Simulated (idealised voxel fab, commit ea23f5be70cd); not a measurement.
process module | voxel wiring stack
cross-section cut | 195 nm wide | cells 5 nm
A cross-section is a grid of square cells, given in bands from the top down. A band is one or more rows of cells.
Each band's line starts with the height of the band's top and of its bottom, in nm. Then come its materials from left to right, each with its width in nm. One material with "throughout" fills the band from edge to edge. "air" is empty space.
Height 0 is the level under which the wafer as received is all one material. The lowest band goes on downwards, as in "0 down".
A width such as "30 to 40" changes by the same amount from each row of cells to the next, from the band's top row to its bottom row.
"no change" after a step means that no cell of the cross-section changed.
closed voids: empty space of 8 cells or more with no open way to the top, each as width x height at its distance from the left edge, in nm
after a step's settings: what the simulator itself notes on the step
overlay nm, on a step with a mask: how far to the right of its planned place the mask lay; to the left if negative
plan
1 op RECEIVE | material Si
2 op CONFORMAL_DEP | material SiO2 | thk nm 15
3 op CONFORMAL_DEP | material SiCN | thk nm 5
4 op DIRECTIONAL_DEP | material SiO2 | thk nm 20
5 op MASKED_ETCH | tone open | mask id METAL_1 | width nm 30 | pitch nm 45 | etch materials SiO2 | depth nm 20 | overlay nm 0
6 op MASKED_ETCH | tone open | mask id METAL_1 | width nm 30 | pitch nm 45 | etch materials SiCN | depth nm 5 | overlay nm -15
7 op CONFORMAL_DEP | material TiN | thk nm 5
8 op FILL_DEP | material W | thk nm 10
9 op CMP | height nm 40
10 op CONFORMAL_DEP | material SiCN | thk nm 5
11 op DIRECTIONAL_DEP | material SiO2 | thk nm 15
12 op MASKED_ETCH | tone open | mask id PLUG_1 | width nm 15 | pitch nm 45 | etch materials SiO2 | depth nm 15 | overlay nm 0
13 op MASKED_ETCH | tone open | mask id PLUG_1 | width nm 15 | pitch nm 45 | etch materials SiCN | depth nm 5 | overlay nm 0
14 op CONFORMAL_DEP | material TiN | thk nm 5
15 op FILL_DEP | material Cu | thk nm 10
16 op CMP | height nm 60
17 op CONFORMAL_DEP | material SiCN | thk nm 5
18 op DIRECTIONAL_DEP | material lowk | thk nm 25
19 op DIRECTIONAL_DEP | material aC | thk nm 10
20 op PATTERN | tone open | mask id METAL_2 | material resist | width nm 30 | pitch nm 45 | thk nm 30 | overlay nm 0
21 op DIRECTIONAL_ETCH | etch materials aC | depth nm 10
22 op STRIP | etch materials resist
23 op DIRECTIONAL_ETCH | etch materials lowk | depth nm 25
24 op DIRECTIONAL_ETCH | etch materials SiCN | depth nm 5
25 op STRIP | etch materials aC
26 op CONFORMAL_DEP | material TiN | thk nm 5
27 op FILL_DEP | material Ru | thk nm 10
28 op CMP | height nm 90
29 op CONFORMAL_DEP | material SiCN | thk nm 5
varied across the wafers: overlay nm of step 6. The plan shows the first wafer's value. All wafers start alike
first wafer as received, after step 1
  0 down: Si throughout
  closed voids: none
each wafer at the end: cells of each material gained (+) or lost (-) since it was received, then its closed voids
overlay nm -15 | +6 Cu | +40 Ru | +132 SiCN | +324 SiO2 | +78 TiN | +26 W | +135 lowk | closed voids: none
overlay nm -10 | +6 Cu | +40 Ru | +130 SiCN | +324 SiO2 | +78 TiN | +28 W | +135 lowk | closed voids: none
overlay nm -5 | +6 Cu | +40 Ru | +128 SiCN | +324 SiO2 | +78 TiN | +30 W | +135 lowk | closed voids: none
overlay nm 0 | +6 Cu | +40 Ru | +126 SiCN | +324 SiO2 | +78 TiN | +32 W | +135 lowk | closed voids: none
overlay nm 5 | +6 Cu | +40 Ru | +128 SiCN | +324 SiO2 | +78 TiN | +30 W | +135 lowk | closed voids: none
overlay nm 10 | +6 Cu | +40 Ru | +130 SiCN | +324 SiO2 | +78 TiN | +28 W | +135 lowk | closed voids: none
overlay nm 15 | +6 Cu | +40 Ru | +132 SiCN | +324 SiO2 | +78 TiN | +26 W | +135 lowk | closed voids: none
